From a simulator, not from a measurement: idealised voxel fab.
Name of the process module below: voxel quadruple lines
It is cross-section cut that appears here, measuring 205 nm in width, its square cells being 5 nm in size.
Just so we're on the same page, the cross-sections are grids of square cells, and they're listed out in bands top to bottom, each band one or more rows deep.
Basically the band line says how high the top is and how high the bottom is, in nm, and then what's in it from left to right, every material with its width in nm. Empty space shows up as "blank", and if a single material carries "edge to edge" it runs the full band edge to edge.
Heights from 0 (as-received wafer is one material below). Bottom band endless downward, as "0 nm and below".
When a width is written as two numbers, as in "30..40", the first number is the width in the top row of cells of the band and the second is the width in its bottom row, and the width changes by the same amount from each row to the next.
"no alterations made" -> step changed no cross-section cell.
The entry titled "Unvented cavities" provides the empty spaces that have no open way to the top, restricted to those of 8 cells or more. Each is presented as width x height at distance, the distance being measured from the left edge, with all three in nm.
Heads up: the bit after the settings on a step's line is the simulator's remark on that step.
The "overlay nm" setting may appear on a step's line; for a step that uses a mask, it gives how far to the right of its planned position the mask lay, and a negative value indicates the left.
This section lists the process steps that were planned:
1: RECEIVE, material Si
2: CONFORMAL_DEP, material Al2O3, thk nm 5
3: DIRECTIONAL_DEP, material Ru, thk nm 15
4: DIRECTIONAL_DEP, material polySi, thk nm 15
5: DIRECTIONAL_DEP, material aC, thk nm 25
6: PATTERN, tone cover, mask id MANDREL, material resist, width nm 30, thk nm 30, overlay nm 0
7: DIRECTIONAL_ETCH, etch materials aC, depth nm 25
8: STRIP, etch materials resist
9: CONFORMAL_DEP, material SiO2, thk nm 10
10: DIRECTIONAL_ETCH, etch materials SiO2, depth nm 10
11: STRIP, etch materials aC
12: DIRECTIONAL_ETCH, etch materials polySi, depth nm 15
13: STRIP, etch materials SiO2
14: CONFORMAL_DEP, material SiCN, thk nm 10
15: DIRECTIONAL_ETCH, etch materials SiCN, depth nm 10
16: STRIP, etch materials polySi
17: DIRECTIONAL_ETCH, etch materials Ru, depth nm 15
18: STRIP, etch materials SiCN
19: FILL_DEP, material lowk, thk nm 10
20: CMP, height nm 20
The cross-section here shows the wafer as received, i.e. in its state after step 1:
* 0 nm and below  Si edge to edge
* Unvented cavities: none
First of two wafers at the end of the module, shown in cross-section; run carried out as planned:
* 20 nm to 5 nm  lowk=65 / Ru=10 / lowk=10 / Ru=10 / lowk=10 / Ru=10 / lowk=10 / Ru=10 / lowk=70
* 5 nm to 0 nm  Al2O3 edge to edge
* 0 nm and below  Si edge to edge
* Unvented cavities: none
Wafer two, sectioned after the module: the first wafer's start, the first wafer's plan, and one mistake in how it was run:
* 20 nm to 15 nm  lowk edge to edge
* 15 nm to 5 nm  lowk=65 / Ru=10 / lowk=10 / Ru=10 / lowk=10 / Ru=10 / lowk=10 / Ru=10 / lowk=70
* 5 nm to 0 nm  Al2O3 edge to edge
* 0 nm and below  Si edge to edge
* Unvented cavities: none
Deviation noted in wafer processing: step 3, actual vs plan mismatch, actual run DIRECTIONAL_DEP, material Ru, thk nm 10
It is noted that, at the conclusion of processing, the second wafer exhibits a higher or lower cell count for certain materials relative to the first: 8 fewer of Ru; 8 more of lowk
